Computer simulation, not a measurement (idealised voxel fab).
Module name: voxel ribs on slabs (process module)
In the cross-section labelled cut, the width is 155 nm and each square cell is 5 nm.
Heads up, the way a cross-section reads in here is a grid of square cells, handed over as bands from the top down, with every band being one or more rows of cells. Band: top height; bottom height; in nm. Then, left to right: material with width in nm, for each material. "full width": a single material spanning edge to edge. "blank": empty space. Below 0: as-received wafer, all one material; heights counted from there. Lowest band: no bottom, goes on down, written "0 -> down". Per-row width for "30..40": begins at first number (top row of band), ends at second number (bottom row), increment between rows held constant. Key: "nothing different" - step with no changed cell in the cross-section. "Encapsulated voids" means: voids of 8 cells or more that are shut off from the top with no open way through. Written width x height at distance, distance from the left edge, in nm. Formally, on a step line, whatever follows the settings is a remark that the simulator itself makes on the step. "overlay nm" denotes, for a step that has a mask, the displacement of the mask to the right of its planned place, with negative values corresponding to the left.

## Process steps foreseen in the plan
1. RECEIVE | material Si
2. DIRECTIONAL_DEP | material SiO2 | thk nm 25
3. DIRECTIONAL_DEP | material SiN | thk nm 20
4. DIRECTIONAL_DEP | material aC | thk nm 15
5. PATTERN | tone cover | mask id RIB | material resist | width nm 30 | thk nm 35 | overlay nm 0
6. DIRECTIONAL_ETCH | etch materials aC | depth nm 15
7. STRIP | etch materials resist
8. DIRECTIONAL_ETCH | etch materials SiN | depth nm 10
9. STRIP | etch materials aC
10. DIRECTIONAL_DEP | material aC | thk nm 15
11. PATTERN | tone cover | mask id SLAB | material resist | width nm 60 | thk nm 30 | overlay nm 0
12. DIRECTIONAL_ETCH | etch materials aC | depth nm 15
13. STRIP | etch materials resist
14. DIRECTIONAL_ETCH | etch materials SiN | depth nm 10
15. STRIP | etch materials aC
16. FILL_DEP | material SiO2 | thk nm 20
17. CMP | height nm 55
18. DIRECTIONAL_DEP | material TiN | thk nm 10
19. PATTERN | tone cover | mask id HEATER | material resist | width nm 40 | thk nm 20 | overlay nm 0
20. DIRECTIONAL_ETCH | etch materials TiN | depth nm 10
21. STRIP | etch materials resist
22. CONFORMAL_DEP | material SiN | thk nm 5

## First wafer of two (run as planned)

## So this is the incoming wafer in cross-section - it's already been through step 1
	0 -> down = Si full width
	Encapsulated voids: none

## Wafer section view after processing step 2
	25 -> 0 = SiO2 full width
	Note: structure below 0 unchanged.

## Wafer section view after processing step 3
	45 -> 25 = SiN full width
	Note: structure below 25 unchanged.

## Wafer section view after processing step 4
	60 -> 45 = aC full width
	Note: structure below 45 unchanged.

## Wafer section view after processing step 5
	95 -> 60 = blank 60 nm | resist 30 nm | blank 65 nm
	Note: structure below 60 unchanged.

## Wafer section view after processing step 6
	80 -> 60 = blank 60 nm | resist 30 nm | blank 65 nm
	60 -> 45 = blank 60 nm | aC 30 nm | blank 65 nm
	Note: structure below 45 unchanged.

## Wafer section view after processing step 7
	60 -> 45 = blank 60 nm | aC 30 nm | blank 65 nm
	Note: structure below 45 unchanged.

## Wafer section view after processing step 8
	60 -> 45 = blank 60 nm | aC 30 nm | blank 65 nm
	45 -> 35 = blank 60 nm | SiN 30 nm | blank 65 nm
	Note: structure below 35 unchanged.

## Wafer section view after processing step 9
	45 -> 35 = blank 60 nm | SiN 30 nm | blank 65 nm
	Note: structure below 35 unchanged.

## Wafer section view after processing step 10
	60 -> 50 = blank 60 nm | aC 30 nm | blank 65 nm
	50 -> 45 = aC full width
	45 -> 35 = aC 60 nm | SiN 30 nm | aC 65 nm
	Note: structure below 35 unchanged.

## Wafer section view after processing step 11
	90 -> 60 = blank 45 nm | resist 60 nm | blank 50 nm
	60 -> 50 = blank 45 nm | resist 15 nm | aC 30 nm | resist 15 nm | blank 50 nm
	Note: structure below 50 unchanged.

## Wafer section view after processing step 12
	75 -> 60 = blank 45 nm | resist 60 nm | blank 50 nm
	60 -> 50 = blank 45 nm | resist 15 nm | aC 30 nm | resist 15 nm | blank 50 nm
	50 -> 45 = blank 45 nm | aC 60 nm | blank 50 nm
	45 -> 35 = blank 45 nm | aC 15 nm | SiN 30 nm | aC 15 nm | blank 50 nm
	Note: structure below 35 unchanged.

## Wafer section view after processing step 13
	60 -> 50 = blank 60 nm | aC 30 nm | blank 65 nm
	Note: structure below 50 unchanged.

## Wafer section view after processing step 14
	60 -> 50 = blank 60 nm | aC 30 nm | blank 65 nm
	50 -> 45 = blank 45 nm | aC 60 nm | blank 50 nm
	45 -> 35 = blank 45 nm | aC 15 nm | SiN 30 nm | aC 15 nm | blank 50 nm
	35 -> 25 = blank 45 nm | SiN 60 nm | blank 50 nm
	Note: structure below 25 unchanged.

## Wafer section view after processing step 15
	45 -> 35 = blank 60 nm | SiN 30 nm | blank 65 nm
	Note: structure below 35 unchanged.

## Wafer section view after processing step 16
	65 -> 45 = SiO2 full width
	45 -> 35 = SiO2 60 nm | SiN 30 nm | SiO2 65 nm
	35 -> 25 = SiO2 45 nm | SiN 60 nm | SiO2 50 nm
	Note: structure below 25 unchanged.

## Wafer section view after processing step 17
	55 -> 45 = SiO2 full width
	Note: structure below 45 unchanged.

## Wafer section view after processing step 18
	65 -> 55 = TiN full width
	Note: structure below 55 unchanged.

## Wafer section view after processing step 19
	85 -> 65 = blank 55 nm | resist 40 nm | blank 60 nm
	Note: structure below 65 unchanged.

## Wafer section view after processing step 20
	85 -> 65 = blank 55 nm | resist 40 nm | blank 60 nm
	65 -> 55 = blank 55 nm | TiN 40 nm | blank 60 nm
	Note: structure below 55 unchanged.

## Wafer section view after processing step 21
	65 -> 55 = blank 55 nm | TiN 40 nm | blank 60 nm
	Note: structure below 55 unchanged.

## Wafer section view after processing step 22
	70 -> 65 = blank 50 nm | SiN 50 nm | blank 55 nm
	65 -> 60 = blank 50 nm | SiN 5 nm | TiN 40 nm | SiN 5 nm | blank 55 nm
	60 -> 55 = SiN 55 nm | TiN 40 nm | SiN 60 nm
	Note: structure below 55 unchanged.

## The second wafer began exactly as the first did and followed the same plan, but one mistake was made while running it; through step 1 inclusive, the two wafers are identical

## Look at the second wafer in cross-section at the time step 2 ought to have finished
	50 -> 0 = SiO2 full width
	Note: structure below 0 unchanged.

## Look at the second wafer in cross-section at the time step 3 ought to have finished
	70 -> 50 = SiN full width
	Note: structure below 50 unchanged.

## Look at the second wafer in cross-section at the time step 4 ought to have finished
	85 -> 70 = aC full width
	Note: structure below 70 unchanged.

## Look at the second wafer in cross-section at the time step 5 ought to have finished
	120 -> 85 = blank 60 nm | resist 30 nm | blank 65 nm
	Note: structure below 85 unchanged.

## Look at the second wafer in cross-section at the time step 6 ought to have finished
	105 -> 85 = blank 60 nm | resist 30 nm | blank 65 nm
	85 -> 70 = blank 60 nm | aC 30 nm | blank 65 nm
	Note: structure below 70 unchanged.

## Look at the second wafer in cross-section at the time step 7 ought to have finished
	85 -> 70 = blank 60 nm | aC 30 nm | blank 65 nm
	Note: structure below 70 unchanged.

## Look at the second wafer in cross-section at the time step 8 ought to have finished
	85 -> 70 = blank 60 nm | aC 30 nm | blank 65 nm
	70 -> 60 = blank 60 nm | SiN 30 nm | blank 65 nm
	Note: structure below 60 unchanged.

## Look at the second wafer in cross-section at the time step 9 ought to have finished
	70 -> 60 = blank 60 nm | SiN 30 nm | blank 65 nm
	Note: structure below 60 unchanged.

## Look at the second wafer in cross-section at the time step 10 ought to have finished
	85 -> 75 = blank 60 nm | aC 30 nm | blank 65 nm
	75 -> 70 = aC full width
	70 -> 60 = aC 60 nm | SiN 30 nm | aC 65 nm
	Note: structure below 60 unchanged.

## Look at the second wafer in cross-section at the time step 11 ought to have finished
	115 -> 85 = blank 45 nm | resist 60 nm | blank 50 nm
	85 -> 75 = blank 45 nm | resist 15 nm | aC 30 nm | resist 15 nm | blank 50 nm
	Note: structure below 75 unchanged.

## Look at the second wafer in cross-section at the time step 12 ought to have finished
	100 -> 85 = blank 45 nm | resist 60 nm | blank 50 nm
	85 -> 75 = blank 45 nm | resist 15 nm | aC 30 nm | resist 15 nm | blank 50 nm
	75 -> 70 = blank 45 nm | aC 60 nm | blank 50 nm
	70 -> 60 = blank 45 nm | aC 15 nm | SiN 30 nm | aC 15 nm | blank 50 nm
	Note: structure below 60 unchanged.

## Look at the second wafer in cross-section at the time step 13 ought to have finished
	85 -> 75 = blank 60 nm | aC 30 nm | blank 65 nm
	Note: structure below 75 unchanged.

## Look at the second wafer in cross-section at the time step 14 ought to have finished
	85 -> 75 = blank 60 nm | aC 30 nm | blank 65 nm
	75 -> 70 = blank 45 nm | aC 60 nm | blank 50 nm
	70 -> 60 = blank 45 nm | aC 15 nm | SiN 30 nm | aC 15 nm | blank 50 nm
	60 -> 50 = blank 45 nm | SiN 60 nm | blank 50 nm
	Note: structure below 50 unchanged.

## Look at the second wafer in cross-section at the time step 15 ought to have finished
	70 -> 60 = blank 60 nm | SiN 30 nm | blank 65 nm
	Note: structure below 60 unchanged.

## Look at the second wafer in cross-section at the time step 16 ought to have finished
	90 -> 70 = SiO2 full width
	70 -> 60 = SiO2 60 nm | SiN 30 nm | SiO2 65 nm
	60 -> 50 = SiO2 45 nm | SiN 60 nm | SiO2 50 nm
	Note: structure below 50 unchanged.

## Look at the second wafer in cross-section at the time step 17 ought to have finished
	55 -> 50 = SiO2 45 nm | SiN 60 nm | SiO2 50 nm
	Note: structure below 50 unchanged.

## Look at the second wafer in cross-section at the time step 18 ought to have finished
	65 -> 55 = TiN full width
	Note: structure below 55 unchanged.

## Look at the second wafer in cross-section at the time step 19 ought to have finished
	85 -> 65 = blank 55 nm | resist 40 nm | blank 60 nm
	Note: structure below 65 unchanged.

## Look at the second wafer in cross-section at the time step 20 ought to have finished
	85 -> 65 = blank 55 nm | resist 40 nm | blank 60 nm
	65 -> 55 = blank 55 nm | TiN 40 nm | blank 60 nm
	Note: structure below 55 unchanged.

## Look at the second wafer in cross-section at the time step 21 ought to have finished
	65 -> 55 = blank 55 nm | TiN 40 nm | blank 60 nm
	Note: structure below 55 unchanged.

## Look at the second wafer in cross-section at the time step 22 ought to have finished
	70 -> 65 = blank 50 nm | SiN 50 nm | blank 55 nm
	65 -> 60 = blank 50 nm | SiN 5 nm | TiN 40 nm | SiN 5 nm | blank 55 nm
	60 -> 55 = SiN 55 nm | TiN 40 nm | SiN 60 nm
	Note: structure below 55 unchanged.
What was done differently from what was planned? step 2 of the plan was carried out twice
The final cell counts differ between the wafers, with the second having more or fewer of some materials than the first: -24 SiN | +24 SiO2
